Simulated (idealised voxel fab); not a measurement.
Process module name: voxel transistor to metal
Displayed cross-section: cut, width of 160 nm, square cells sized 5 nm.
Just so we're on the same page, the cross-sections are grids of square cells, and they're listed out in bands top to bottom, each band one or more rows deep. In this notation a band is specified by the heights of its top and bottom, in that order and in nm, after which its materials appear from left to right, each paired with its width in nm. The word "all across" attached to a single material means that material fills the band from edge to edge; the word "blank" stands for empty space. Counting heights begins at 0, where everything beneath is, in the wafer as received, one material. The lowest band has no bottom; it goes on downwards, as "0 down" shows. A width given as "30->40" starts at the first number in the band's top row and ends at the second number in its bottom row, shifting by an equal amount at every step from row to row. "nothing was modified" means the step left every cell of the cross-section as it was. In "Fully sealed cavities" the enclosed voids are listed, meaning empty spaces of 8 cells or larger without any opening to the top. The form is width x height at distance, distance from the left edge, units nm. Step line, after settings: the simulator's comment on this step. Each step line may optionally specify "overlay nm", which for a step with a mask gives the rightward distance between the mask's planned place and where it lay, a negative value indicating the leftward direction.
[Steps in the process plan]
1. RECEIVE, material Si
2. CONFORMAL_DEP, material SiO2, thk nm 5
3. CONFORMAL_DEP, material SiN, thk nm 15
4. MASKED_ETCH, tone cover, mask id ACTIVE, width nm 125, etch materials SiN, depth nm 15, overlay nm 0
5. MASKED_ETCH, tone cover, mask id ACTIVE, width nm 125, etch materials SiO2, depth nm 5, overlay nm 0
6. MASKED_ETCH, tone cover, mask id ACTIVE, width nm 125, etch materials Si, depth nm 25, overlay nm 0
7. FILL_DEP, material SiO2, thk nm 15
8. CMP, height nm 20
9. SELECTIVE_ETCH, etch materials SiO2, depth nm 15
10. STRIP, etch materials SiN
11. SELECTIVE_ETCH, etch materials SiO2, depth nm 5
12. OXIDIZE, depth nm 5
13. DIRECTIONAL_DEP, material polySi, thk nm 30
14. DIRECTIONAL_DEP, material SiCN, thk nm 10
15. DIRECTIONAL_DEP, material aC, thk nm 10
16. PATTERN, tone cover, mask id GATE, material resist, width nm 25, thk nm 25, overlay nm 0
17. DIRECTIONAL_ETCH, etch materials aC, depth nm 10
18. STRIP, etch materials resist
19. DIRECTIONAL_ETCH, etch materials SiCN, depth nm 20
20. DIRECTIONAL_ETCH, etch materials polySi, depth nm 40
21. STRIP, etch materials aC
22. CONFORMAL_DEP, material SiO2, thk nm 5
23. DIRECTIONAL_ETCH, etch materials SiO2, depth nm 5
24. CONFORMAL_DEP, material SiN, thk nm 10
25. DIRECTIONAL_ETCH, etch materials SiN, depth nm 10
26. DIRECTIONAL_ETCH, etch materials SiO2, depth nm 5
27. EPI, material pSi, thk nm 5
28. FILL_DEP, material SiO2, thk nm 10
29. CMP, height nm 30
30. STRIP, etch materials polySi
31. SELECTIVE_ETCH, etch materials SiO2, depth nm 5
32. CONFORMAL_DEP, material HfO2, thk nm 5
33. CONFORMAL_DEP, material TiN, thk nm 5
34. FILL_DEP, material W, thk nm 5
35. CMP, height nm 25
36. DIRECTIONAL_DEP, material SiO2, thk nm 10
37. PATTERN, tone open, mask id CONTACT, material resist, width nm 20, pitch nm 85, thk nm 20, overlay nm 0
38. DIRECTIONAL_ETCH, etch materials SiO2, depth nm 35
39. STRIP, etch materials resist
40. CONFORMAL_DEP, material TiN, thk nm 5
41. FILL_DEP, material Ru, thk nm 5
42. CMP, height nm 35
43. DIRECTIONAL_DEP, material TiN, thk nm 5
44. DIRECTIONAL_DEP, material W, thk nm 25
45. MASKED_ETCH, tone cover, mask id METAL_1, width nm 20, pitch nm 85, etch materials W, depth nm 25, overlay nm 0
46. MASKED_ETCH, tone cover, mask id METAL_1, width nm 20, pitch nm 85, etch materials TiN, depth nm 5, overlay nm 0
47. CONFORMAL_DEP, material SiCN, thk nm 5
48. FILL_DEP, material lowk, thk nm 10
49. CMP, height nm 65
50. CONFORMAL_DEP, material SiCN, thk nm 5
51. DIRECTIONAL_DEP, material SiO2, thk nm 25
52. MASKED_ETCH, tone open, mask id METAL_2, width nm 20, pitch nm 85, etch materials SiO2, depth nm 15, overlay nm 0
53. DIRECTIONAL_DEP, material aC, thk nm 15
54. PATTERN, tone open, mask id METAL_2_HOLES, material resist, width nm 15, pitch nm 85, thk nm 30, overlay nm 0
55. DIRECTIONAL_ETCH, etch materials aC, depth nm 15
56. STRIP, etch materials resist
57. DIRECTIONAL_ETCH, etch materials SiO2, depth nm 10
58. DIRECTIONAL_ETCH, etch materials SiCN, depth nm 5
59. STRIP, etch materials aC
60. CONFORMAL_DEP, material TiN, thk nm 5
61. FILL_DEP, material Cu, thk nm 5
62. CMP, height nm 95
63. CONFORMAL_DEP, material SiCN, thk nm 5
[Cross-sectional view of the wafer in its as-received condition, corresponding to the state after step 1]
- 0 down  Si all across
- Fully sealed cavities: none
[Post-module cross-section: identical start and plan to those above, one misstep in execution]
- 100 to 95  SiCN all across
- 95 to 85  SiO2=25 / TiN=5 / Cu=10 / TiN=5 / SiO2=65 / TiN=5 / Cu=10 / TiN=5 / SiO2=30
- 85 to 80  SiO2=25 / TiN=5 / Cu=5 / TiN=10 / SiO2=65 / TiN=5 / Cu=5 / TiN=10 / SiO2=30
- 80 to 70  SiO2=25 / TiN=5 / Cu=5 / TiN=5 / SiO2=70 / TiN=5 / Cu=5 / TiN=5 / SiO2=35
- 70 to 65  SiCN=25 / TiN=15 / SiCN=70 / TiN=15 / SiCN=35
- 65 to 40  lowk=20 / SiCN=5 / W=20 / SiCN=5 / lowk=55 / SiCN=5 / W=20 / SiCN=5 / lowk=25
- 40 to 35  SiCN=25 / TiN=20 / SiCN=65 / TiN=20 / SiCN=30
- 35 to 25  SiO2=30 / TiN=5 / Ru=10 / TiN=5 / SiO2=65 / TiN=5 / Ru=10 / TiN=5 / SiO2=25
- 25 to 5  SiO2=30 / TiN=5 / Ru=10 / TiN=5 / SiN=10 / HfO2=5 / TiN=5 / W=15 / TiN=5 / HfO2=5 / SiN=10 / SiO2=10 / TiN=5 / Ru=10 / TiN=5 / SiO2=25
- 5 to 0  SiO2=30 / TiN=20 / SiN=10 / HfO2=5 / TiN=25 / HfO2=5 / SiN=10 / SiO2=10 / TiN=20 / SiO2=25
- 0 to -5  SiO2=10 / pSi=40 / SiO2=10 / HfO2=35 / SiO2=10 / pSi=40 / SiO2=15
- -5 to -25  SiO2=15 / Si=125 / SiO2=20
- -25 down  Si all across
- Fully sealed cavities: none
What was the processing mistake? step 37: run off-plan, actual operation and settings PATTERN, tone open, mask id CONTACT, material resist, width nm 20, pitch nm 85, thk nm 20, overlay nm 5
